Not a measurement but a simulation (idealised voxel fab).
Presented below is a process module, voxel ribs on slabs.
Pictured: cross-section cut, 265 nm wide, on a grid of 5 nm square cells.
A cross-section is a grid of square cells, given in bands from the top down. A band is one or more rows of cells. Basically the band line says how high the top is and how high the bottom is, in nm, and then what's in it from left to right, every material with its width in nm. Empty space shows up as "empty", and if a single material carries "edge to edge" it runs the full band edge to edge. Measure heights from 0. That's the level where, below it, the as-received wafer is all one material. The lowest band is bottomless and extends downward; write it as in "0 -> down". A width given as "30 to 40" starts at the first number in the band's top row and ends at the second number in its bottom row, shifting by an equal amount at every step from row to row. What does "no change occurred" mean for a step? It means no cell of the cross-section changed in that step. Heads up: "Sealed voids" only lists the empty pockets with no open path to the top that are 8 cells or more, and it writes them as width x height at distance, distance from the left edge, in nm. Heads up: the bit after the settings on a step's line is the simulator's remark on that step. If you see "overlay nm" on a step's line and that step has a mask, it's telling you how far right of where it was planned the mask ended up; a negative number means it went left instead.

**Process steps (planned)**
1) RECEIVE | material Si
2) DIRECTIONAL_DEP | material SiO2 | thk nm 25
3) DIRECTIONAL_DEP | material SiN | thk nm 20
4) MASKED_ETCH | tone cover | mask id RIB | width nm 20 | etch materials SiN | depth nm 15 | overlay nm 0
5) PATTERN | tone cover | mask id SLAB | material resist | width nm 60 | thk nm 15 | overlay nm 0
6) DIRECTIONAL_ETCH | etch materials SiN | depth nm 5
7) STRIP | etch materials resist
8) FILL_DEP | material SiO2 | thk nm 30
9) CMP | height nm 65
10) DIRECTIONAL_DEP | material W | thk nm 10
11) PATTERN | tone cover | mask id HEATER | material resist | width nm 30 | thk nm 20 | overlay nm 0
12) DIRECTIONAL_ETCH | etch materials W | depth nm 10
13) STRIP | etch materials resist
14) CONFORMAL_DEP | material SiO2 | thk nm 10

**Of two wafers, the first: run according to plan**

**Cross-section of the wafer upon arrival, representing the state reached after step 1**
* 0 -> down = Si edge to edge
* Sealed voids: none

**The wafer, seen in cross-section, after step 2**
* 25 -> 0 = SiO2 edge to edge
* Below 0, the layers are the same as they were.

**The wafer, seen in cross-section, after step 3**
* 45 -> 25 = SiN edge to edge
* Below 25, the layers are the same as they were.

**The wafer, seen in cross-section, after step 4**
* 45 -> 30 = empty 120 nm; SiN 20 nm; empty 125 nm
* Below 30, the layers are the same as they were.

**The wafer, seen in cross-section, after step 5**
* 60 -> 45 = empty 100 nm; resist 60 nm; empty 105 nm
* 45 -> 30 = empty 100 nm; resist 20 nm; SiN 20 nm; resist 20 nm; empty 105 nm
* Below 30, the layers are the same as they were.

**The wafer, seen in cross-section, after step 6**
* 60 -> 45 = empty 100 nm; resist 60 nm; empty 105 nm
* 45 -> 30 = empty 100 nm; resist 20 nm; SiN 20 nm; resist 20 nm; empty 105 nm
* 30 -> 25 = empty 100 nm; SiN 60 nm; empty 105 nm
* Below 25, the layers are the same as they were.

**The wafer, seen in cross-section, after step 7**
* 45 -> 30 = empty 120 nm; SiN 20 nm; empty 125 nm
* Below 30, the layers are the same as they were.

**The wafer, seen in cross-section, after step 8**
* 75 -> 45 = SiO2 edge to edge
* 45 -> 30 = SiO2 120 nm; SiN 20 nm; SiO2 125 nm
* 30 -> 25 = SiO2 100 nm; SiN 60 nm; SiO2 105 nm
* Below 25, the layers are the same as they were.

**The wafer, seen in cross-section, after step 9**
* 65 -> 45 = SiO2 edge to edge
* Below 45, the layers are the same as they were.

**The wafer, seen in cross-section, after step 10**
* 75 -> 65 = W edge to edge
* Below 65, the layers are the same as they were.

**The wafer, seen in cross-section, after step 11**
* 95 -> 75 = empty 115 nm; resist 30 nm; empty 120 nm
* Below 75, the layers are the same as they were.

**The wafer, seen in cross-section, after step 12**
* 95 -> 75 = empty 115 nm; resist 30 nm; empty 120 nm
* 75 -> 65 = empty 115 nm; W 30 nm; empty 120 nm
* Below 65, the layers are the same as they were.

**The wafer, seen in cross-section, after step 13**
* 75 -> 65 = empty 115 nm; W 30 nm; empty 120 nm
* Below 65, the layers are the same as they were.

**The wafer, seen in cross-section, after step 14**
* 85 -> 75 = empty 105 nm; SiO2 50 nm; empty 110 nm
* 75 -> 65 = SiO2 115 nm; W 30 nm; SiO2 120 nm
* Below 65, the layers are the same as they were.

**Regarding the second of the two wafers: it shared the first wafer's starting condition and process plan, yet one error occurred during its execution. Its history coincides with that of the first wafer up to and including step 3**

**The second wafer in cross-section, at the planned close of step 4**
* 45 -> 30 = empty 130 nm; SiN 20 nm; empty 115 nm
* Below 30, the layers are the same as they were.

**The second wafer in cross-section, at the planned close of step 5**
* 60 -> 45 = empty 100 nm; resist 60 nm; empty 105 nm
* 45 -> 30 = empty 100 nm; resist 30 nm; SiN 20 nm; resist 10 nm; empty 105 nm
* Below 30, the layers are the same as they were.

**The second wafer in cross-section, at the planned close of step 6**
* 60 -> 45 = empty 100 nm; resist 60 nm; empty 105 nm
* 45 -> 30 = empty 100 nm; resist 30 nm; SiN 20 nm; resist 10 nm; empty 105 nm
* 30 -> 25 = empty 100 nm; SiN 60 nm; empty 105 nm
* Below 25, the layers are the same as they were.

**The second wafer in cross-section, at the planned close of step 7**
* 45 -> 30 = empty 130 nm; SiN 20 nm; empty 115 nm
* Below 30, the layers are the same as they were.

**The second wafer in cross-section, at the planned close of step 8**
* 75 -> 45 = SiO2 edge to edge
* 45 -> 30 = SiO2 130 nm; SiN 20 nm; SiO2 115 nm
* 30 -> 25 = SiO2 100 nm; SiN 60 nm; SiO2 105 nm
* Below 25, the layers are the same as they were.

**The second wafer in cross-section, at the planned close of step 9**
* 65 -> 45 = SiO2 edge to edge
* Below 45, the layers are the same as they were.

**The second wafer in cross-section, at the planned close of step 10**
* 75 -> 65 = W edge to edge
* Below 65, the layers are the same as they were.

**The second wafer in cross-section, at the planned close of step 11**
* 95 -> 75 = empty 115 nm; resist 30 nm; empty 120 nm
* Below 75, the layers are the same as they were.

**The second wafer in cross-section, at the planned close of step 12**
* 95 -> 75 = empty 115 nm; resist 30 nm; empty 120 nm
* 75 -> 65 = empty 115 nm; W 30 nm; empty 120 nm
* Below 65, the layers are the same as they were.

**The second wafer in cross-section, at the planned close of step 13**
* 75 -> 65 = empty 115 nm; W 30 nm; empty 120 nm
* Below 65, the layers are the same as they were.

**The second wafer in cross-section, at the planned close of step 14**
* 85 -> 75 = empty 105 nm; SiO2 50 nm; empty 110 nm
* 75 -> 65 = SiO2 115 nm; W 30 nm; SiO2 120 nm
* Below 65, the layers are the same as they were.
The mistake made against the process plan was this: planned and actual differ for step 4; actual: MASKED_ETCH | tone cover | mask id RIB | width nm 20 | etch materials SiN | depth nm 15 | overlay nm 10
at the end the second wafer has, in cells: as many of each material as the first, in other places
